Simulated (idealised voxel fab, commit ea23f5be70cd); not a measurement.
The name of this process module is voxel air gaps.
For reference, the cross-section in this document is cut, with width 265 nm and square cells of 5 nm.
A cross-section in this document is a grid of square cells, and it is written down as bands, the top band listed before the ones below it; a band is made up of one or more rows of cells.
Band: top height; bottom height; in nm. Then, left to right: material with width in nm, for each material. "everywhere": a single material spanning edge to edge. "blank": empty space.
Height datum 0, below which the as-received substrate wafer is one material. Lowest band open at the bottom, running downward: "from 0 down".
The two numbers in a width such as "30..40" mark its ends across the band: the first belongs to the top row of cells, the second to the bottom row, and from each row to the next the width moves by the same amount.
Where a step carries "no modification", the cross-section came out of it unchanged, cell for cell.
Empty spaces counting at least 8 cells and having no open way to the top are listed in "Unvented internal voids". The notation width x height at distance is used for each, the distance being from the left edge and all three values in nm.
Whatever follows a step's settings on its line is a remark the simulator itself makes about that step.
If you see "overlay nm" on a step's line and that step has a mask, it's telling you how far right of where it was planned the mask ended up; a negative number means it went left instead.
These are the steps we planned for the process:
1 RECEIVE, material Si
2 CONFORMAL_DEP, material SiO2, thk nm 10
3 CONFORMAL_DEP, material SiCN, thk nm 5
4 DIRECTIONAL_DEP, material lowk, thk nm 40
5 MASKED_ETCH, tone open, mask id LINES, width nm 20, pitch nm 45, etch materials lowk, depth nm 40, overlay nm 0
6 CONFORMAL_DEP, material TiN, thk nm 5
7 FILL_DEP, material W, thk nm 5
8 CMP, height nm 55
9 EPI, material Ru, thk nm 10
10 SELECTIVE_ETCH, etch materials lowk, depth nm 50
11 CONFORMAL_DEP, material SiCN, thk nm 5
Below: the first of two wafers, run as planned:
Incoming wafer in cross-section (state: after step 1):
* from 0 down = Si everywhere
* Unvented internal voids: none
Wafer xsec, post step 2:
* from 10 to 0 = SiO2 everywhere
* No changes below 0.
Wafer xsec, post step 3:
* from 15 to 10 = SiCN everywhere
* No changes below 10.
Wafer xsec, post step 4:
* from 55 to 15 = lowk everywhere
* No changes below 15.
Wafer xsec, post step 5:
* from 55 to 15 = lowk (75) / blank (20) / lowk (25) / blank (20) / lowk (25) / blank (20) / lowk (80)
* No changes below 15.
Wafer xsec, post step 6:
* from 60 to 55 = TiN (80) / blank (10) / TiN (35) / blank (10) / TiN (35) / blank (10) / TiN (85)
* from 55 to 20 = lowk (75) / TiN (5) / blank (10) / TiN (5) / lowk (25) / TiN (5) / blank (10) / TiN (5) / lowk (25) / TiN (5) / blank (10) / TiN (5) / lowk (80)
* from 20 to 15 = lowk (75) / TiN (20) / lowk (25) / TiN (20) / lowk (25) / TiN (20) / lowk (80)
* No changes below 15.
Wafer xsec, post step 7:
* from 65 to 60 = W everywhere
* from 60 to 55 = TiN (80) / W (10) / TiN (35) / W (10) / TiN (35) / W (10) / TiN (85)
* from 55 to 20 = lowk (75) / TiN (5) / W (10) / TiN (5) / lowk (25) / TiN (5) / W (10) / TiN (5) / lowk (25) / TiN (5) / W (10) / TiN (5) / lowk (80)
* No changes below 20.
Wafer xsec, post step 8:
* from 55 to 20 = lowk (75) / TiN (5) / W (10) / TiN (5) / lowk (25) / TiN (5) / W (10) / TiN (5) / lowk (25) / TiN (5) / W (10) / TiN (5) / lowk (80)
* No changes below 20.
Wafer xsec, post step 9:
* from 65 to 55 = blank (65) / Ru (40) / blank (5) / Ru (40) / blank (5) / Ru (40) / blank (70)
* No changes below 55.
Wafer xsec, post step 10:
* from 65 to 55 = blank (65) / Ru (40) / blank (5) / Ru (40) / blank (5) / Ru (40) / blank (70)
* from 55 to 20 = blank (75) / TiN (5) / W (10) / TiN (5) / blank (25) / TiN (5) / W (10) / TiN (5) / blank (25) / TiN (5) / W (10) / TiN (5) / blank (80)
* from 20 to 15 = blank (75) / TiN (20) / blank (25) / TiN (20) / blank (25) / TiN (20) / blank (80)
* No changes below 15.
Wafer xsec, post step 11:
* from 70 to 65 = blank (60) / SiCN (140) / blank (65)
* from 65 to 55 = blank (60) / SiCN (5) / Ru (40) / SiCN (5) / Ru (40) / SiCN (5) / Ru (40) / SiCN (5) / blank (65)
* from 55 to 50 = blank (60) / SiCN (15) / TiN (5) / W (10) / TiN (5) / SiCN (25) / TiN (5) / W (10) / TiN (5) / SiCN (25) / TiN (5) / W (10) / TiN (5) / SiCN (15) / blank (65)
* from 50 to 20 = blank (70) / SiCN (5) / TiN (5) / W (10) / TiN (5) / SiCN (5) / blank (15) / SiCN (5) / TiN (5) / W (10) / TiN (5) / SiCN (5) / blank (15) / SiCN (5) / TiN (5) / W (10) / TiN (5) / SiCN (5) / blank (75)
* from 20 to 15 = SiCN (75) / TiN (20) / SiCN (25) / TiN (20) / SiCN (25) / TiN (20) / SiCN (80)
* No changes below 15.
* Unvented internal voids: 15 x 30 at 100; 15 x 30 at 145
Second wafer, same starting state and plan as the first, one mistake in the run, identical through step 1:
Cross-section: second wafer, time at which step 2 was scheduled to end:
* from 5 to 0 = SiCN everywhere
* No changes below 0.
Cross-section: second wafer, time at which step 3 was scheduled to end:
* from 15 to 5 = SiO2 everywhere
* No changes below 5.
Cross-section: second wafer, time at which step 4 was scheduled to end:
* from 55 to 15 = lowk everywhere
* No changes below 15.
Cross-section: second wafer, time at which step 5 was scheduled to end:
* from 55 to 15 = lowk (75) / blank (20) / lowk (25) / blank (20) / lowk (25) / blank (20) / lowk (80)
* No changes below 15.
Cross-section: second wafer, time at which step 6 was scheduled to end:
* from 60 to 55 = TiN (80) / blank (10) / TiN (35) / blank (10) / TiN (35) / blank (10) / TiN (85)
* from 55 to 20 = lowk (75) / TiN (5) / blank (10) / TiN (5) / lowk (25) / TiN (5) / blank (10) / TiN (5) / lowk (25) / TiN (5) / blank (10) / TiN (5) / lowk (80)
* from 20 to 15 = lowk (75) / TiN (20) / lowk (25) / TiN (20) / lowk (25) / TiN (20) / lowk (80)
* No changes below 15.
Cross-section: second wafer, time at which step 7 was scheduled to end:
* from 65 to 60 = W everywhere
* from 60 to 55 = TiN (80) / W (10) / TiN (35) / W (10) / TiN (35) / W (10) / TiN (85)
* from 55 to 20 = lowk (75) / TiN (5) / W (10) / TiN (5) / lowk (25) / TiN (5) / W (10) / TiN (5) / lowk (25) / TiN (5) / W (10) / TiN (5) / lowk (80)
* No changes below 20.
Cross-section: second wafer, time at which step 8 was scheduled to end:
* from 55 to 20 = lowk (75) / TiN (5) / W (10) / TiN (5) / lowk (25) / TiN (5) / W (10) / TiN (5) / lowk (25) / TiN (5) / W (10) / TiN (5) / lowk (80)
* No changes below 20.
Cross-section: second wafer, time at which step 9 was scheduled to end:
* from 65 to 55 = blank (65) / Ru (40) / blank (5) / Ru (40) / blank (5) / Ru (40) / blank (70)
* No changes below 55.
Cross-section: second wafer, time at which step 10 was scheduled to end:
* from 65 to 55 = blank (65) / Ru (40) / blank (5) / Ru (40) / blank (5) / Ru (40) / blank (70)
* from 55 to 20 = blank (75) / TiN (5) / W (10) / TiN (5) / blank (25) / TiN (5) / W (10) / TiN (5) / blank (25) / TiN (5) / W (10) / TiN (5) / blank (80)
* from 20 to 15 = blank (75) / TiN (20) / blank (25) / TiN (20) / blank (25) / TiN (20) / blank (80)
* No changes below 15.
Cross-section: second wafer, time at which step 11 was scheduled to end:
* from 70 to 65 = blank (60) / SiCN (140) / blank (65)
* from 65 to 55 = blank (60) / SiCN (5) / Ru (40) / SiCN (5) / Ru (40) / SiCN (5) / Ru (40) / SiCN (5) / blank (65)
* from 55 to 50 = blank (60) / SiCN (15) / TiN (5) / W (10) / TiN (5) / SiCN (25) / TiN (5) / W (10) / TiN (5) / SiCN (25) / TiN (5) / W (10) / TiN (5) / SiCN (15) / blank (65)
* from 50 to 20 = blank (70) / SiCN (5) / TiN (5) / W (10) / TiN (5) / SiCN (5) / blank (15) / SiCN (5) / TiN (5) / W (10) / TiN (5) / SiCN (5) / blank (15) / SiCN (5) / TiN (5) / W (10) / TiN (5) / SiCN (5) / blank (75)
* from 20 to 15 = SiCN (75) / TiN (20) / SiCN (25) / TiN (20) / SiCN (25) / TiN (20) / SiCN (80)
* No changes below 15.
* Unvented internal voids: 15 x 30 at 100; 15 x 30 at 145
Error vs. plan: plan vs actual: 2 and 3 interchanged
Comparing end states, the material composition by cell count is preserved from the first wafer to the second, while the locations of the cells are not.
